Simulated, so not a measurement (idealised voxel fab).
The process module that follows is named voxel spacer lines.
Section cut is 240 nm wide and gridded with 5 nm square cells.
How to read a cross-section here: the picture is a grid of square cells, written as bands going from the top down, and any band can span one or more rows of cells.
Heights first: top, then bottom, in nm. Then materials, left to right, each with a width in nm. "throughout" on a single material: fills the band edge to edge. "blank": empty space.
Convention: height 0 is the level below which the wafer, as received, is all one material. The lowest band does not terminate at the bottom but continues downward, represented as "top 0, no bottom".
You'd read "30..40" like this: the band's top row of cells is as wide as the first number, its bottom row is as wide as the second, and going down, every row changes width by the same amount as the row before did.
Step note "same as before" = no cross-section cell changed.
If an empty space has no open way to the top and is at least 8 cells in size, "Enclosed internal cavities" lists it, written width x height at distance, where distance is measured from the left edge and every value is in nm.
What comes after the settings on a step's line is commentary from the simulator itself on that step.
overlay nm: for a step with a mask, the amount by which the mask lay right of where it was planned; a negative amount means left of it.
For the reader: what remains of this document is a series of pairs, each showing a cross-section before one process step and a cross-section after that step which reaches down only to the lowest band that changed, with the step between them and its settings set out under the pair. It should not be assumed that a pair continues from the pair above it; the pairs can come from different runs of this module on the same starting wafer, and such continuity exists only where the entry headed "Before the process" says so.

# Before the process
	top 60, bottom 50  50 blank / 35 SiO2 / 15 blank / 35 SiO2 / 15 blank / 35 SiO2 / 55 blank
	top 50, bottom 35  50 blank / 10 SiO2 / 15 aC / 10 SiO2 / 15 blank / 10 SiO2 / 15 aC / 10 SiO2 / 15 blank / 10 SiO2 / 15 aC / 10 SiO2 / 55 blank
	top 35, bottom 25  60 SiO2 / 15 aC / 35 SiO2 / 15 aC / 35 SiO2 / 15 aC / 65 SiO2
	top 25, bottom 5  polySi throughout
	top 5, bottom 0  aC throughout
	top 0, no bottom  Si throughout
	Enclosed internal cavities: none

# Sectional Result
	top 50, bottom 25  50 blank / 10 SiO2 / 15 aC / 10 SiO2 / 15 blank / 10 SiO2 / 15 aC / 10 SiO2 / 15 blank / 10 SiO2 / 15 aC / 10 SiO2 / 55 blank
	Below a height of 25, the structure has not been altered.
	Enclosed internal cavities: none
What was done to get from the upper cross-section to the lower one? DIRECTIONAL_ETCH (etch materials SiO2; depth nm 10)

Before the process: look at the pair above, its after cross-section is where this step starts.

# Sectional Result
	top 50, bottom 25  50 blank / 10 SiO2 / 15 blank / 10 SiO2 / 15 blank / 10 SiO2 / 15 blank / 10 SiO2 / 15 blank / 10 SiO2 / 15 blank / 10 SiO2 / 55 blank
	Below a height of 25, the structure has not been altered.
	Enclosed internal cavities: none
What was done to get from the upper cross-section to the lower one? STRIP (etch materials aC)

Before the process: look at the pair above, its after cross-section is where this step starts.

# Sectional Result
	top 50, bottom 25  50 blank / 10 SiO2 / 15 blank / 10 SiO2 / 15 blank / 10 SiO2 / 15 blank / 10 SiO2 / 15 blank / 10 SiO2 / 15 blank / 10 SiO2 / 55 blank
	top 25, bottom 5  50 blank / 10 polySi / 15 blank / 10 polySi / 15 blank / 10 polySi / 15 blank / 10 polySi / 15 blank / 10 polySi / 15 blank / 10 polySi / 55 blank
	Below a height of 5, the structure has not been altered.
	Enclosed internal cavities: none
What was done to get from the upper cross-section to the lower one? DIRECTIONAL_ETCH (etch materials polySi; depth nm 20)

Before the process: look at the pair above, its after cross-section is where this step starts.

# Sectional Result
	top 25, bottom 5  50 blank / 10 polySi / 15 blank / 10 polySi / 15 blank / 10 polySi / 15 blank / 10 polySi / 15 blank / 10 polySi / 15 blank / 10 polySi / 55 blank
	Below a height of 5, the structure has not been altered.
	Enclosed internal cavities: none
What was done to get from the upper cross-section to the lower one? STRIP (etch materials SiO2)

Before the process: look at the pair above, its after cross-section is where this step starts.

# Sectional Result
	top 35, bottom 25  SiO2 throughout
	top 25, bottom 5  50 SiO2 / 10 polySi / 15 SiO2 / 10 polySi / 15 SiO2 / 10 polySi / 15 SiO2 / 10 polySi / 15 SiO2 / 10 polySi / 15 SiO2 / 10 polySi / 55 SiO2
	Below a height of 5, the structure has not been altered.
	Enclosed internal cavities: none
What was done to get from the upper cross-section to the lower one? FILL_DEP (material SiO2; thk nm 10)

Before the process: look at the pair above, its after cross-section is where this step starts.

# Sectional Result
	top 25, bottom 5  50 SiO2 / 10 polySi / 15 SiO2 / 10 polySi / 15 SiO2 / 10 polySi / 15 SiO2 / 10 polySi / 15 SiO2 / 10 polySi / 15 SiO2 / 10 polySi / 55 SiO2
	Below a height of 5, the structure has not been altered.
	Enclosed internal cavities: none
What was done to get from the upper cross-section to the lower one? CMP (height nm 25)
